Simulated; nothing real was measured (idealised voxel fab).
Title: Process Module voxel quadruple lines
The width of the displayed cross-section, cut, is 295 nm; its cells are square, with a size of 5 nm.
Reading order for cross-sections: top band down to bottom band. Underlying form: a grid of square cells. Band size: one or more rows of cells.
What a band's entry tells you: where the top is and where the bottom is, as heights in nm, and after that what lies inside, material by material from left to right, each with its width in nm. Empty space is written as the word "air", and a single material marked with the word "full width" occupies the band from edge to edge.
Heights are reckoned from 0. Under this level, the received wafer is all of one material. The bottommost band is open-ended downward, for example "0 -> down".
The width entry "30->40" should be interpreted row by row: the top row of cells in the band takes the first number, the bottom row takes the second number, and the change between adjacent rows is uniform throughout.
The cross-section has no changed cell in any step marked "all unchanged".
If an empty space has no open way to the top and is at least 8 cells in size, "Cavities, closed" lists it, written width x height at distance, where distance is measured from the left edge and every value is in nm.
Text after the settings on a step's line: the simulator's own remark on that step.
overlay nm: step with mask; distance mask lay right of planned place; negative value = left of planned place.
This section lists the process steps that were planned:
step 1: op RECEIVE | material Si
step 2: op CONFORMAL_DEP | material Al2O3 | thk nm 5
step 3: op DIRECTIONAL_DEP | material TiN | thk nm 15
step 4: op DIRECTIONAL_DEP | material polySi | thk nm 20
step 5: op DIRECTIONAL_DEP | material aC | thk nm 20
step 6: op PATTERN | tone cover | mask id MANDREL | material resist | width nm 30 | thk nm 30 | overlay nm 0
step 7: op DIRECTIONAL_ETCH | etch materials aC | depth nm 20
step 8: op STRIP | etch materials resist
step 9: op CONFORMAL_DEP | material SiO2 | thk nm 10
step 10: op DIRECTIONAL_ETCH | etch materials SiO2 | depth nm 10
step 11: op STRIP | etch materials aC
step 12: op DIRECTIONAL_ETCH | etch materials polySi | depth nm 20
step 13: op STRIP | etch materials SiO2
step 14: op CONFORMAL_DEP | material SiCN | thk nm 10
step 15: op DIRECTIONAL_ETCH | etch materials SiCN | depth nm 10
step 16: op STRIP | etch materials polySi
step 17: op DIRECTIONAL_ETCH | etch materials TiN | depth nm 15
step 18: op STRIP | etch materials SiCN
As-received state of the wafer in cross-section, equivalent to post-step 1:
> 0 -> down: Si full width
> Cavities, closed: none
Final wafer profile in cross-section after the module, from the same start and plan as above, with one mistake made during processing:
> 20 -> 5: air 100; TiN 10; air 10; TiN 10; air 10; TiN 10; air 10; TiN 10; air 125
> 5 -> 0: Al2O3 full width
> 0 -> down: Si full width
> Cavities, closed: none
Plan not followed: rather than as planned, step 6 actually ran as op PATTERN | tone cover | mask id MANDREL | material resist | width nm 30 | thk nm 30 | overlay nm -10
